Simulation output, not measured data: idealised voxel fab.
Module name: voxel capacitor over wiring (process module)
Cross-section cut: width 220 nm, square cells of 5 nm.
Cross-section format: a grid of square cells, given as bands from top to bottom; each band is one or more rows of cells.
In this notation a band is specified by the heights of its top and bottom, in that order and in nm, after which its materials appear from left to right, each paired with its width in nm. The word "edge to edge" attached to a single material means that material fills the band from edge to edge; the word "air" stands for empty space.
A quick word on heights: they are counted from 0, and under that level the wafer as it came to us is one material throughout. The lowest band is different from the rest in having no bottom; it simply continues downward, written as in "0 -> down".
A width such as "30..40" changes by the same amount from each row of cells to the next, from the band's top row to its bottom row.
Key: "nothing got changed" - step with no changed cell in the cross-section.
"Entrapped void list" - sealed voids, min. 8 cells, no opening to top; format: width x height at distance (distance from left edge; nm throughout).
Step line, after settings: the simulator's comment on this step.
"overlay nm" on a masked step: distance the mask lay right of its planned place, negative for left.

### Listed below are the process steps as planned
1) RECEIVE | material Si
2) CONFORMAL_DEP | material SiO2 | thk nm 15
3) DIRECTIONAL_DEP | material TiN | thk nm 5
4) DIRECTIONAL_DEP | material W | thk nm 20
5) DIRECTIONAL_DEP | material aC | thk nm 10
6) PATTERN | tone cover | mask id METAL_1 | material resist | width nm 20 | pitch nm 70 | thk nm 30 | overlay nm 0
7) DIRECTIONAL_ETCH | etch materials aC | depth nm 10
8) STRIP | etch materials resist
9) DIRECTIONAL_ETCH | etch materials W | depth nm 20
10) DIRECTIONAL_ETCH | etch materials TiN | depth nm 5
11) STRIP | etch materials aC
12) CONFORMAL_DEP | material SiCN | thk nm 5
13) FILL_DEP | material lowk | thk nm 5
14) CMP | height nm 40
15) CONFORMAL_DEP | material SiCN | thk nm 5
16) DIRECTIONAL_DEP | material lowk | thk nm 20
17) PATTERN | tone open | mask id PLUG_1 | material resist | width nm 15 | thk nm 20 | overlay nm 0
18) DIRECTIONAL_ETCH | etch materials lowk | depth nm 20
19) DIRECTIONAL_ETCH | etch materials SiCN | depth nm 5
20) STRIP | etch materials resist
21) CONFORMAL_DEP | material TiN | thk nm 5
22) FILL_DEP | material Ru | thk nm 5
23) CMP | height nm 65
24) DIRECTIONAL_DEP | material TiN | thk nm 10
25) DIRECTIONAL_DEP | material HfO2 | thk nm 5
26) DIRECTIONAL_DEP | material TiN | thk nm 10
27) PATTERN | tone cover | mask id UPPER_PLATE | material resist | width nm 55 | thk nm 15 | overlay nm 0
28) DIRECTIONAL_ETCH | etch materials TiN | depth nm 10
29) DIRECTIONAL_ETCH | etch materials HfO2 | depth nm 5
30) STRIP | etch materials resist
31) PATTERN | tone cover | mask id LOWER_PLATE | material resist | width nm 65 | thk nm 15 | overlay nm 0
32) DIRECTIONAL_ETCH | etch materials TiN | depth nm 10
33) STRIP | etch materials resist
34) FILL_DEP | material SiO2 | thk nm 15
35) CMP | height nm 100
36) DIRECTIONAL_DEP | material aC | thk nm 15
37) PATTERN | tone open | mask id PLUG_2 | material resist | width nm 15 | thk nm 30 | overlay nm 0
38) DIRECTIONAL_ETCH | etch materials aC | depth nm 15
39) STRIP | etch materials resist
40) DIRECTIONAL_ETCH | etch materials SiO2 | depth nm 10
41) STRIP | etch materials aC
42) CONFORMAL_DEP | material TiN | thk nm 5
43) FILL_DEP | material Cu | thk nm 10
44) CMP | height nm 100
45) CONFORMAL_DEP | material SiN | thk nm 5

### The first of a set of two wafers, run to plan

### Step 1 complete: cross-section of the wafer as received
    0 -> down = Si edge to edge
    Entrapped void list: none

### The following cross-section depicts the wafer upon completion of step 2
    15 -> 0 = SiO2 edge to edge
    Rest of section, below 0: as before.

### The following cross-section depicts the wafer upon completion of step 3
    20 -> 15 = TiN edge to edge
    Rest of section, below 15: as before.

### The following cross-section depicts the wafer upon completion of step 4
    40 -> 20 = W edge to edge
    Rest of section, below 20: as before.

### The following cross-section depicts the wafer upon completion of step 5
    50 -> 40 = aC edge to edge
    Rest of section, below 40: as before.

### The following cross-section depicts the wafer upon completion of step 6
    80 -> 50 = 65 nm air, 20 nm resist, 50 nm air, 20 nm resist, 65 nm air
    Rest of section, below 50: as before.

### The following cross-section depicts the wafer upon completion of step 7
    70 -> 50 = 65 nm air, 20 nm resist, 50 nm air, 20 nm resist, 65 nm air
    50 -> 40 = 65 nm air, 20 nm aC, 50 nm air, 20 nm aC, 65 nm air
    Rest of section, below 40: as before.

### The following cross-section depicts the wafer upon completion of step 8
    50 -> 40 = 65 nm air, 20 nm aC, 50 nm air, 20 nm aC, 65 nm air
    Rest of section, below 40: as before.

### The following cross-section depicts the wafer upon completion of step 9
    50 -> 40 = 65 nm air, 20 nm aC, 50 nm air, 20 nm aC, 65 nm air
    40 -> 20 = 65 nm air, 20 nm W, 50 nm air, 20 nm W, 65 nm air
    Rest of section, below 20: as before.

### The following cross-section depicts the wafer upon completion of step 10
    50 -> 40 = 65 nm air, 20 nm aC, 50 nm air, 20 nm aC, 65 nm air
    40 -> 20 = 65 nm air, 20 nm W, 50 nm air, 20 nm W, 65 nm air
    20 -> 15 = 65 nm air, 20 nm TiN, 50 nm air, 20 nm TiN, 65 nm air
    Rest of section, below 15: as before.

### The following cross-section depicts the wafer upon completion of step 11
    40 -> 20 = 65 nm air, 20 nm W, 50 nm air, 20 nm W, 65 nm air
    Rest of section, below 20: as before.

### The following cross-section depicts the wafer upon completion of step 12
    45 -> 40 = 60 nm air, 30 nm SiCN, 40 nm air, 30 nm SiCN, 60 nm air
    40 -> 20 = 60 nm air, 5 nm SiCN, 20 nm W, 5 nm SiCN, 40 nm air, 5 nm SiCN, 20 nm W, 5 nm SiCN, 60 nm air
    20 -> 15 = 65 nm SiCN, 20 nm TiN, 50 nm SiCN, 20 nm TiN, 65 nm SiCN
    Rest of section, below 15: as before.

### The following cross-section depicts the wafer upon completion of step 13
    50 -> 45 = lowk edge to edge
    45 -> 40 = 60 nm lowk, 30 nm SiCN, 40 nm lowk, 30 nm SiCN, 60 nm lowk
    40 -> 20 = 60 nm lowk, 5 nm SiCN, 20 nm W, 5 nm SiCN, 40 nm lowk, 5 nm SiCN, 20 nm W, 5 nm SiCN, 60 nm lowk
    Rest of section, below 20: as before.

### The following cross-section depicts the wafer upon completion of step 14
    40 -> 20 = 60 nm lowk, 5 nm SiCN, 20 nm W, 5 nm SiCN, 40 nm lowk, 5 nm SiCN, 20 nm W, 5 nm SiCN, 60 nm lowk
    Rest of section, below 20: as before.

### The following cross-section depicts the wafer upon completion of step 15
    45 -> 40 = SiCN edge to edge
    Rest of section, below 40: as before.

### The following cross-section depicts the wafer upon completion of step 16
    65 -> 45 = lowk edge to edge
    Rest of section, below 45: as before.

### The following cross-section depicts the wafer upon completion of step 17
    85 -> 65 = 70 nm resist, 15 nm air, 135 nm resist
    Rest of section, below 65: as before.

### The following cross-section depicts the wafer upon completion of step 18
    85 -> 65 = 70 nm resist, 15 nm air, 135 nm resist
    65 -> 45 = 70 nm lowk, 15 nm air, 135 nm lowk
    Rest of section, below 45: as before.

### The following cross-section depicts the wafer upon completion of step 19
    85 -> 65 = 70 nm resist, 15 nm air, 135 nm resist
    65 -> 45 = 70 nm lowk, 15 nm air, 135 nm lowk
    45 -> 40 = 70 nm SiCN, 15 nm air, 135 nm SiCN
    Rest of section, below 40: as before.

### The following cross-section depicts the wafer upon completion of step 20
    65 -> 45 = 70 nm lowk, 15 nm air, 135 nm lowk
    Rest of section, below 45: as before.

### The following cross-section depicts the wafer upon completion of step 21
    70 -> 65 = 75 nm TiN, 5 nm air, 140 nm TiN
    65 -> 45 = 70 nm lowk, 5 nm TiN, 5 nm air, 5 nm TiN, 135 nm lowk
    45 -> 40 = 70 nm SiCN, 15 nm TiN, 135 nm SiCN
    Rest of section, below 40: as before.

### The following cross-section depicts the wafer upon completion of step 22
    75 -> 70 = Ru edge to edge
    70 -> 65 = 75 nm TiN, 5 nm Ru, 140 nm TiN
    65 -> 45 = 70 nm lowk, 5 nm TiN, 5 nm Ru, 5 nm TiN, 135 nm lowk
    Rest of section, below 45: as before.

### The following cross-section depicts the wafer upon completion of step 23
    65 -> 45 = 70 nm lowk, 5 nm TiN, 5 nm Ru, 5 nm TiN, 135 nm lowk
    Rest of section, below 45: as before.

### The following cross-section depicts the wafer upon completion of step 24
    75 -> 65 = TiN edge to edge
    Rest of section, below 65: as before.

### The following cross-section depicts the wafer upon completion of step 25
    80 -> 75 = HfO2 edge to edge
    Rest of section, below 75: as before.

### The following cross-section depicts the wafer upon completion of step 26
    90 -> 80 = TiN edge to edge
    Rest of section, below 80: as before.

### The following cross-section depicts the wafer upon completion of step 27
    105 -> 90 = 70 nm air, 55 nm resist, 95 nm air
    Rest of section, below 90: as before.

### The following cross-section depicts the wafer upon completion of step 28
    105 -> 90 = 70 nm air, 55 nm resist, 95 nm air
    90 -> 80 = 70 nm air, 55 nm TiN, 95 nm air
    Rest of section, below 80: as before.

### The following cross-section depicts the wafer upon completion of step 29
    105 -> 90 = 70 nm air, 55 nm resist, 95 nm air
    90 -> 80 = 70 nm air, 55 nm TiN, 95 nm air
    80 -> 75 = 70 nm air, 55 nm HfO2, 95 nm air
    Rest of section, below 75: as before.

### The following cross-section depicts the wafer upon completion of step 30
    90 -> 80 = 70 nm air, 55 nm TiN, 95 nm air
    Rest of section, below 80: as before.

### The following cross-section depicts the wafer upon completion of step 31
    105 -> 90 = 65 nm air, 65 nm resist, 90 nm air
    90 -> 80 = 65 nm air, 5 nm resist, 55 nm TiN, 5 nm resist, 90 nm air
    80 -> 75 = 65 nm air, 5 nm resist, 55 nm HfO2, 5 nm resist, 90 nm air
    Rest of section, below 75: as before.

### The following cross-section depicts the wafer upon completion of step 32
    105 -> 90 = 65 nm air, 65 nm resist, 90 nm air
    90 -> 80 = 65 nm air, 5 nm resist, 55 nm TiN, 5 nm resist, 90 nm air
    80 -> 75 = 65 nm air, 5 nm resist, 55 nm HfO2, 5 nm resist, 90 nm air
    75 -> 65 = 65 nm air, 65 nm TiN, 90 nm air
    Rest of section, below 65: as before.

### The following cross-section depicts the wafer upon completion of step 33
    90 -> 80 = 70 nm air, 55 nm TiN, 95 nm air
    80 -> 75 = 70 nm air, 55 nm HfO2, 95 nm air
    Rest of section, below 75: as before.

### The following cross-section depicts the wafer upon completion of step 34
    105 -> 90 = SiO2 edge to edge
    90 -> 80 = 70 nm SiO2, 55 nm TiN, 95 nm SiO2
    80 -> 75 = 70 nm SiO2, 55 nm HfO2, 95 nm SiO2
    75 -> 65 = 65 nm SiO2, 65 nm TiN, 90 nm SiO2
    Rest of section, below 65: as before.

### The following cross-section depicts the wafer upon completion of step 35
    100 -> 90 = SiO2 edge to edge
    Rest of section, below 90: as before.

### The following cross-section depicts the wafer upon completion of step 36
    115 -> 100 = aC edge to edge
    Rest of section, below 100: as before.

### The following cross-section depicts the wafer upon completion of step 37
    145 -> 115 = 80 nm resist, 15 nm air, 125 nm resist
    Rest of section, below 115: as before.

### The following cross-section depicts the wafer upon completion of step 38
    130 -> 115 = 80 nm resist, 15 nm air, 125 nm resist
    115 -> 100 = 80 nm aC, 15 nm air, 125 nm aC
    Rest of section, below 100: as before.

### The following cross-section depicts the wafer upon completion of step 39
    115 -> 100 = 80 nm aC, 15 nm air, 125 nm aC
    Rest of section, below 100: as before.

### The following cross-section depicts the wafer upon completion of step 40
    115 -> 100 = 80 nm aC, 15 nm air, 125 nm aC
    100 -> 90 = 80 nm SiO2, 15 nm air, 125 nm SiO2
    Rest of section, below 90: as before.

### The following cross-section depicts the wafer upon completion of step 41
    100 -> 90 = 80 nm SiO2, 15 nm air, 125 nm SiO2
    Rest of section, below 90: as before.

### The following cross-section depicts the wafer upon completion of step 42
    105 -> 100 = 85 nm TiN, 5 nm air, 130 nm TiN
    100 -> 95 = 80 nm SiO2, 5 nm TiN, 5 nm air, 5 nm TiN, 125 nm SiO2
    95 -> 90 = 80 nm SiO2, 15 nm TiN, 125 nm SiO2
    Rest of section, below 90: as before.

### The following cross-section depicts the wafer upon completion of step 43
    115 -> 105 = Cu edge to edge
    105 -> 100 = 85 nm TiN, 5 nm Cu, 130 nm TiN
    100 -> 95 = 80 nm SiO2, 5 nm TiN, 5 nm Cu, 5 nm TiN, 125 nm SiO2
    Rest of section, below 95: as before.

### The following cross-section depicts the wafer upon completion of step 44
    100 -> 95 = 80 nm SiO2, 5 nm TiN, 5 nm Cu, 5 nm TiN, 125 nm SiO2
    Rest of section, below 95: as before.

### The following cross-section depicts the wafer upon completion of step 45
    105 -> 100 = SiN edge to edge
    Rest of section, below 100: as before.

### Second wafer, same starting state and plan as the first, one mistake in the run, identical through step 5

### At the planned end of step 6, the second wafer in cross-section
    80 -> 50 = 65 nm air, 25 nm resist, 45 nm air, 25 nm resist, 60 nm air
    Rest of section, below 50: as before.

### At the planned end of step 7, the second wafer in cross-section
    70 -> 50 = 65 nm air, 25 nm resist, 45 nm air, 25 nm resist, 60 nm air
    50 -> 40 = 65 nm air, 25 nm aC, 45 nm air, 25 nm aC, 60 nm air
    Rest of section, below 40: as before.

### At the planned end of step 8, the second wafer in cross-section
    50 -> 40 = 65 nm air, 25 nm aC, 45 nm air, 25 nm aC, 60 nm air
    Rest of section, below 40: as before.

### At the planned end of step 9, the second wafer in cross-section
    50 -> 40 = 65 nm air, 25 nm aC, 45 nm air, 25 nm aC, 60 nm air
    40 -> 20 = 65 nm air, 25 nm W, 45 nm air, 25 nm W, 60 nm air
    Rest of section, below 20: as before.

### At the planned end of step 10, the second wafer in cross-section
    50 -> 40 = 65 nm air, 25 nm aC, 45 nm air, 25 nm aC, 60 nm air
    40 -> 20 = 65 nm air, 25 nm W, 45 nm air, 25 nm W, 60 nm air
    20 -> 15 = 65 nm air, 25 nm TiN, 45 nm air, 25 nm TiN, 60 nm air
    Rest of section, below 15: as before.

### At the planned end of step 11, the second wafer in cross-section
    40 -> 20 = 65 nm air, 25 nm W, 45 nm air, 25 nm W, 60 nm air
    Rest of section, below 20: as before.

### At the planned end of step 12, the second wafer in cross-section
    45 -> 40 = 60 nm air, 35 nm SiCN, 35 nm air, 35 nm SiCN, 55 nm air
    40 -> 20 = 60 nm air, 5 nm SiCN, 25 nm W, 5 nm SiCN, 35 nm air, 5 nm SiCN, 25 nm W, 5 nm SiCN, 55 nm air
    20 -> 15 = 65 nm SiCN, 25 nm TiN, 45 nm SiCN, 25 nm TiN, 60 nm SiCN
    Rest of section, below 15: as before.

### At the planned end of step 13, the second wafer in cross-section
    50 -> 45 = lowk edge to edge
    45 -> 40 = 60 nm lowk, 35 nm SiCN, 35 nm lowk, 35 nm SiCN, 55 nm lowk
    40 -> 20 = 60 nm lowk, 5 nm SiCN, 25 nm W, 5 nm SiCN, 35 nm lowk, 5 nm SiCN, 25 nm W, 5 nm SiCN, 55 nm lowk
    Rest of section, below 20: as before.

### At the planned end of step 14, the second wafer in cross-section
    40 -> 20 = 60 nm lowk, 5 nm SiCN, 25 nm W, 5 nm SiCN, 35 nm lowk, 5 nm SiCN, 25 nm W, 5 nm SiCN, 55 nm lowk
    Rest of section, below 20: as before.

### At the planned end of step 15, the second wafer in cross-section
    45 -> 40 = SiCN edge to edge
    Rest of section, below 40: as before.

### At the planned end of step 16, the second wafer in cross-section
    65 -> 45 = lowk edge to edge
    Rest of section, below 45: as before.

### At the planned end of step 17, the second wafer in cross-section
    85 -> 65 = 70 nm resist, 15 nm air, 135 nm resist
    Rest of section, below 65: as before.

### At the planned end of step 18, the second wafer in cross-section
    85 -> 65 = 70 nm resist, 15 nm air, 135 nm resist
    65 -> 45 = 70 nm lowk, 15 nm air, 135 nm lowk
    Rest of section, below 45: as before.

### At the planned end of step 19, the second wafer in cross-section
    85 -> 65 = 70 nm resist, 15 nm air, 135 nm resist
    65 -> 45 = 70 nm lowk, 15 nm air, 135 nm lowk
    45 -> 40 = 70 nm SiCN, 15 nm air, 135 nm SiCN
    Rest of section, below 40: as before.

### At the planned end of step 20, the second wafer in cross-section
    65 -> 45 = 70 nm lowk, 15 nm air, 135 nm lowk
    Rest of section, below 45: as before.

### At the planned end of step 21, the second wafer in cross-section
    70 -> 65 = 75 nm TiN, 5 nm air, 140 nm TiN
    65 -> 45 = 70 nm lowk, 5 nm TiN, 5 nm air, 5 nm TiN, 135 nm lowk
    45 -> 40 = 70 nm SiCN, 15 nm TiN, 135 nm SiCN
    Rest of section, below 40: as before.

### At the planned end of step 22, the second wafer in cross-section
    75 -> 70 = Ru edge to edge
    70 -> 65 = 75 nm TiN, 5 nm Ru, 140 nm TiN
    65 -> 45 = 70 nm lowk, 5 nm TiN, 5 nm Ru, 5 nm TiN, 135 nm lowk
    Rest of section, below 45: as before.

### At the planned end of step 23, the second wafer in cross-section
    65 -> 45 = 70 nm lowk, 5 nm TiN, 5 nm Ru, 5 nm TiN, 135 nm lowk
    Rest of section, below 45: as before.

### At the planned end of step 24, the second wafer in cross-section
    75 -> 65 = TiN edge to edge
    Rest of section, below 65: as before.

### At the planned end of step 25, the second wafer in cross-section
    80 -> 75 = HfO2 edge to edge
    Rest of section, below 75: as before.

### At the planned end of step 26, the second wafer in cross-section
    90 -> 80 = TiN edge to edge
    Rest of section, below 80: as before.

### At the planned end of step 27, the second wafer in cross-section
    105 -> 90 = 70 nm air, 55 nm resist, 95 nm air
    Rest of section, below 90: as before.

### At the planned end of step 28, the second wafer in cross-section
    105 -> 90 = 70 nm air, 55 nm resist, 95 nm air
    90 -> 80 = 70 nm air, 55 nm TiN, 95 nm air
    Rest of section, below 80: as before.

### At the planned end of step 29, the second wafer in cross-section
    105 -> 90 = 70 nm air, 55 nm resist, 95 nm air
    90 -> 80 = 70 nm air, 55 nm TiN, 95 nm air
    80 -> 75 = 70 nm air, 55 nm HfO2, 95 nm air
    Rest of section, below 75: as before.

### At the planned end of step 30, the second wafer in cross-section
    90 -> 80 = 70 nm air, 55 nm TiN, 95 nm air
    Rest of section, below 80: as before.

### At the planned end of step 31, the second wafer in cross-section
    105 -> 90 = 65 nm air, 65 nm resist, 90 nm air
    90 -> 80 = 65 nm air, 5 nm resist, 55 nm TiN, 5 nm resist, 90 nm air
    80 -> 75 = 65 nm air, 5 nm resist, 55 nm HfO2, 5 nm resist, 90 nm air
    Rest of section, below 75: as before.

### At the planned end of step 32, the second wafer in cross-section
    105 -> 90 = 65 nm air, 65 nm resist, 90 nm air
    90 -> 80 = 65 nm air, 5 nm resist, 55 nm TiN, 5 nm resist, 90 nm air
    80 -> 75 = 65 nm air, 5 nm resist, 55 nm HfO2, 5 nm resist, 90 nm air
    75 -> 65 = 65 nm air, 65 nm TiN, 90 nm air
    Rest of section, below 65: as before.

### At the planned end of step 33, the second wafer in cross-section
    90 -> 80 = 70 nm air, 55 nm TiN, 95 nm air
    80 -> 75 = 70 nm air, 55 nm HfO2, 95 nm air
    Rest of section, below 75: as before.

### At the planned end of step 34, the second wafer in cross-section
    105 -> 90 = SiO2 edge to edge
    90 -> 80 = 70 nm SiO2, 55 nm TiN, 95 nm SiO2
    80 -> 75 = 70 nm SiO2, 55 nm HfO2, 95 nm SiO2
    75 -> 65 = 65 nm SiO2, 65 nm TiN, 90 nm SiO2
    Rest of section, below 65: as before.

### At the planned end of step 35, the second wafer in cross-section
    100 -> 90 = SiO2 edge to edge
    Rest of section, below 90: as before.

### At the planned end of step 36, the second wafer in cross-section
    115 -> 100 = aC edge to edge
    Rest of section, below 100: as before.

### At the planned end of step 37, the second wafer in cross-section
    145 -> 115 = 80 nm resist, 15 nm air, 125 nm resist
    Rest of section, below 115: as before.

### At the planned end of step 38, the second wafer in cross-section
    130 -> 115 = 80 nm resist, 15 nm air, 125 nm resist
    115 -> 100 = 80 nm aC, 15 nm air, 125 nm aC
    Rest of section, below 100: as before.

### At the planned end of step 39, the second wafer in cross-section
    115 -> 100 = 80 nm aC, 15 nm air, 125 nm aC
    Rest of section, below 100: as before.

### At the planned end of step 40, the second wafer in cross-section
    115 -> 100 = 80 nm aC, 15 nm air, 125 nm aC
    100 -> 90 = 80 nm SiO2, 15 nm air, 125 nm SiO2
    Rest of section, below 90: as before.

### At the planned end of step 41, the second wafer in cross-section
    100 -> 90 = 80 nm SiO2, 15 nm air, 125 nm SiO2
    Rest of section, below 90: as before.

### At the planned end of step 42, the second wafer in cross-section
    105 -> 100 = 85 nm TiN, 5 nm air, 130 nm TiN
    100 -> 95 = 80 nm SiO2, 5 nm TiN, 5 nm air, 5 nm TiN, 125 nm SiO2
    95 -> 90 = 80 nm SiO2, 15 nm TiN, 125 nm SiO2
    Rest of section, below 90: as before.

### At the planned end of step 43, the second wafer in cross-section
    115 -> 105 = Cu edge to edge
    105 -> 100 = 85 nm TiN, 5 nm Cu, 130 nm TiN
    100 -> 95 = 80 nm SiO2, 5 nm TiN, 5 nm Cu, 5 nm TiN, 125 nm SiO2
    Rest of section, below 95: as before.

### At the planned end of step 44, the second wafer in cross-section
    100 -> 95 = 80 nm SiO2, 5 nm TiN, 5 nm Cu, 5 nm TiN, 125 nm SiO2
    Rest of section, below 95: as before.

### At the planned end of step 45, the second wafer in cross-section
    105 -> 100 = SiN edge to edge
    Rest of section, below 100: as before.
What was done differently from what was planned? rather than as planned, step 6 actually ran as PATTERN | tone cover | mask id METAL_1 | material resist | width nm 25 | pitch nm 70 | thk nm 30 | overlay nm 0
Final difference in cells, second wafer against first, listed per material as more or fewer: SiCN -2 | TiN +2 | W +8 | lowk -8
